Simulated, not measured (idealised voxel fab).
The process module that follows is named voxel wiring stack.
We display cut, a cross-section 185 nm in width whose square cells are each 5 nm.
We lay out every cross-section as a grid of square cells and spell it out in bands from the top down, where one band means one or more rows of cells.
What a band's entry tells you: where the top is and where the bottom is, as heights in nm, and after that what lies inside, material by material from left to right, each with its width in nm. Empty space is written as the word "blank", and a single material marked with the word "throughout" occupies the band from edge to edge.
We count height from 0. Below that, the starting wafer is all one material. The lowest band never ends at the bottom but goes on down; see "from 0 down" for how that is written.
A two-number width, for instance "30->40", indicates that the width is equal to the first number in the top row of the band and to the second number in the bottom row, and that it changes by a constant amount per row of cells.
Key: "no modification" - step with no changed cell in the cross-section.
"Cavities, sealed": empty spaces of 8 cells or more with no open way to the top, each given as width x height at distance, distance from the left edge, all in nm.
Heads up: the bit after the settings on a step's line is the simulator's remark on that step.
overlay nm: how far to the right of its planned place the mask lay on this masked step (negative: to the left).

plan:
1,RECEIVE [material Si]
2,CONFORMAL_DEP [material SiO2] [thk nm 10]
3,CONFORMAL_DEP [material SiCN] [thk nm 5]
4,DIRECTIONAL_DEP [material SiO2] [thk nm 20]
5,DIRECTIONAL_DEP [material aC] [thk nm 15]
6,PATTERN [tone open] [mask id METAL_1] [material resist] [width nm 30] [pitch nm 50] [thk nm 35] [overlay nm 0]
7,DIRECTIONAL_ETCH [etch materials aC] [depth nm 15]
8,STRIP [etch materials resist]
9,DIRECTIONAL_ETCH [etch materials SiO2] [depth nm 20]
10,DIRECTIONAL_ETCH [etch materials SiCN] [depth nm 5]
11,STRIP [etch materials aC]
12,CONFORMAL_DEP [material TiN] [thk nm 5]
13,FILL_DEP [material Ru] [thk nm 5]
14,CMP [height nm 35]
15,CONFORMAL_DEP [material SiCN] [thk nm 5]
16,DIRECTIONAL_DEP [material lowk] [thk nm 35]
17,PATTERN [tone open] [mask id METAL_2] [material resist] [width nm 30] [pitch nm 50] [thk nm 20] [overlay nm 0]
18,DIRECTIONAL_ETCH [etch materials lowk] [depth nm 20]
19,STRIP [etch materials resist]
20,PATTERN [tone open] [mask id METAL_2_HOLES] [material resist] [width nm 15] [pitch nm 50] [thk nm 15] [overlay nm -15]
21,DIRECTIONAL_ETCH [etch materials lowk] [depth nm 15]
22,DIRECTIONAL_ETCH [etch materials SiCN] [depth nm 5]
23,STRIP [etch materials resist]
24,CONFORMAL_DEP [material TiN] [thk nm 5]
25,FILL_DEP [material Cu] [thk nm 5]
26,CMP [height nm 75]
27,CONFORMAL_DEP [material SiN] [thk nm 5]
Every wafer here starts from the same state; it is the step 20 overlay nm that distinguishes them, and the value the plan gives belongs to the first wafer.

So this is the first of several wafers, cross-sectioned as it came to us, meaning it's at the end of step 1:
	from 0 down  Si throughout
	Cavities, sealed: none

each wafer at the end: cells of each material gained (+) or lost (-) since it was received, then its closed voids:
overlay nm -15 | +36 Cu | +32 Ru | +62 SiCN | +37 SiN | +174 SiO2 | +58 TiN | +193 lowk | Cavities, sealed: none
overlay nm -10 | +32 Cu | +32 Ru | +60 SiCN | +37 SiN | +174 SiO2 | +64 TiN | +193 lowk | Cavities, sealed: none
overlay nm -5 | +28 Cu | +32 Ru | +58 SiCN | +37 SiN | +174 SiO2 | +70 TiN | +193 lowk | Cavities, sealed: none
overlay nm 0 | +32 Cu | +32 Ru | +56 SiCN | +37 SiN | +174 SiO2 | +68 TiN | +193 lowk | Cavities, sealed: none
overlay nm 5 | +32 Cu | +32 Ru | +56 SiCN | +37 SiN | +174 SiO2 | +68 TiN | +193 lowk | Cavities, sealed: none
overlay nm 10 | +32 Cu | +32 Ru | +56 SiCN | +37 SiN | +174 SiO2 | +68 TiN | +193 lowk | Cavities, sealed: none
overlay nm 15 | +32 Cu | +32 Ru | +56 SiCN | +37 SiN | +174 SiO2 | +68 TiN | +193 lowk | Cavities, sealed: none
